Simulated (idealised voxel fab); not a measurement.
Process module under the name voxel capacitor over wiring
Displayed cross-section: cut, width of 235 nm, square cells sized 5 nm.
A cross-section in this document is a grid of square cells, and it is written down as bands, the top band listed before the ones below it; a band is made up of one or more rows of cells. Top height, bottom height, nm. Materials left to right, width each, nm. Single material + "edge to edge" = fills band edge to edge. "blank" = empty. Ref level 0: as-received wafer is one material below here. Bottom band extends down with no lower bound ("z 0 and below"). A two-number width, for instance "30->40", indicates that the width is equal to the first number in the top row of the band and to the second number in the bottom row, and that it changes by a constant amount per row of cells. Step note "all unchanged" = no cross-section cell changed. Enclosed voids (no open way to top), threshold 8 cells or more, entry "Closed void roster", notation width x height at distance, distance from left edge, nm. What comes after the settings on a step's line is commentary from the simulator itself on that step. overlay nm: step with mask; distance mask lay right of planned place; negative value = left of planned place.

PROCESS STEPS (PLANNED)
- 1: RECEIVE with material Si
- 2: CONFORMAL_DEP with material SiO2, thk nm 10
- 3: CONFORMAL_DEP with material SiCN, thk nm 5
- 4: DIRECTIONAL_DEP with material SiO2, thk nm 15
- 5: PATTERN with tone open, mask id METAL_1, material resist, width nm 30, pitch nm 100, thk nm 20, overlay nm 0
- 6: DIRECTIONAL_ETCH with etch materials SiO2, depth nm 15
- 7: DIRECTIONAL_ETCH with etch materials SiCN, depth nm 5
- 8: STRIP with etch materials resist
- 9: CONFORMAL_DEP with material TiN, thk nm 5
- 10: FILL_DEP with material Cu, thk nm 5
- 11: CMP with height nm 30
- 12: CONFORMAL_DEP with material SiCN, thk nm 5
- 13: DIRECTIONAL_DEP with material lowk, thk nm 15
- 14: MASKED_ETCH with tone open, mask id PLUG_1, width nm 15, etch materials lowk, depth nm 15, overlay nm 0
- 15: MASKED_ETCH with tone open, mask id PLUG_1, width nm 15, etch materials SiCN, depth nm 5, overlay nm 0
- 16: EPI with material Ru, thk nm 10
- 17: EPI with material Ru, thk nm 10
- 18: DIRECTIONAL_DEP with material TiN, thk nm 5
- 19: DIRECTIONAL_DEP with material Al2O3, thk nm 5
- 20: DIRECTIONAL_DEP with material TiN, thk nm 5
- 21: MASKED_ETCH with tone cover, mask id UPPER_PLATE, width nm 75, etch materials TiN, depth nm 5, overlay nm 0
- 22: MASKED_ETCH with tone cover, mask id UPPER_PLATE, width nm 75, etch materials Al2O3, depth nm 5, overlay nm 0
- 23: PATTERN with tone cover, mask id LOWER_PLATE, material resist, width nm 85, thk nm 15, overlay nm 0
- 24: DIRECTIONAL_ETCH with etch materials TiN, depth nm 5
- 25: STRIP with etch materials resist
- 26: FILL_DEP with material SiO2, thk nm 15
- 27: CMP with height nm 75
- 28: DIRECTIONAL_DEP with material aC, thk nm 10
- 29: PATTERN with tone open, mask id PLUG_2, material resist, width nm 15, thk nm 30, overlay nm 0
- 30: DIRECTIONAL_ETCH with etch materials aC, depth nm 10
- 31: STRIP with etch materials resist
- 32: DIRECTIONAL_ETCH with etch materials SiO2, depth nm 10
- 33: STRIP with etch materials aC
- 34: CONFORMAL_DEP with material TiN, thk nm 5
- 35: FILL_DEP with material Cu, thk nm 10
- 36: CMP with height nm 75
- 37: CONFORMAL_DEP with material SiCN, thk nm 5

THIS IS THE CROSS-SECTION OF THE WAFER AS WE RECEIVED IT, I.E. AFTER STEP 1
    z 0 and below | Si edge to edge
    Closed void roster: none

END-OF-MODULE CROSS-SECTION OF THE FIRST OF TWO WAFERS, PROCESSED AS PLANNED
    z 80 to 75 | SiCN edge to edge
    z 75 to 70 | 75 SiO2 | 5 TiN | 5 Cu | 5 TiN | 145 SiO2
    z 70 to 60 | 75->65 SiO2 | 15->75 TiN | 145->95 SiO2
    z 60 to 55 | 65 SiO2 | 75 Al2O3 | 95 SiO2
    z 55 to 50 | 60 SiO2 | 85 TiN | 90 SiO2
    z 50 to 35 | 65 lowk | 15 Ru | 155 lowk
    z 35 to 30 | 65 SiCN | 15 Ru | 155 SiCN
    z 30 to 15 | 50 SiO2 | 5 TiN | 20 Cu | 5 TiN | 70 SiO2 | 5 TiN | 20 Cu | 5 TiN | 55 SiO2
    z 15 to 10 | 50 SiCN | 30 TiN | 70 SiCN | 30 TiN | 55 SiCN
    z 10 to 0 | SiO2 edge to edge
    z 0 and below | Si edge to edge
    Closed void roster: none

END OF MODULE, SECOND WAFER, CROSS-SECTION. STARTED LIKE THE FIRST, PLANNED LIKE THE FIRST, RUN WITH ONE MISTAKE
    z 80 to 75 | SiCN edge to edge
    z 75 to 70 | 75 SiO2 | 5 TiN | 5 Cu | 5 TiN | 145 SiO2
    z 70 to 60 | 75->80 SiO2 | 15->60 TiN | 145->95 SiO2
    z 60 to 55 | 80 SiO2 | 60 Al2O3 | 95 SiO2
    z 55 to 50 | 60 SiO2 | 85 TiN | 90 SiO2
    z 50 to 45 | 65 lowk | 15 Al2O3 | 155 lowk
    z 45 to 40 | 65 lowk | 15 TiN | 155 lowk
    z 40 to 35 | lowk edge to edge
    z 35 to 30 | SiCN edge to edge
    z 30 to 15 | 50 SiO2 | 5 TiN | 20 Cu | 5 TiN | 70 SiO2 | 5 TiN | 20 Cu | 5 TiN | 55 SiO2
    z 15 to 10 | 50 SiCN | 30 TiN | 70 SiCN | 30 TiN | 55 SiCN
    z 10 to 0 | SiO2 edge to edge
    z 0 and below | Si edge to edge
    Closed void roster: none
Plan not followed: step 14 was processed under conditions differing from the plan, specifically as MASKED_ETCH with tone open, mask id PLUG_1, width nm 15, etch materials lowk, depth nm 10, overlay nm 0
The final cell counts differ between the wafers, with the second having more or fewer of some materials than the first: Ru: 12 fewer | SiCN: 3 more | SiO2: 6 more | lowk: 3 more
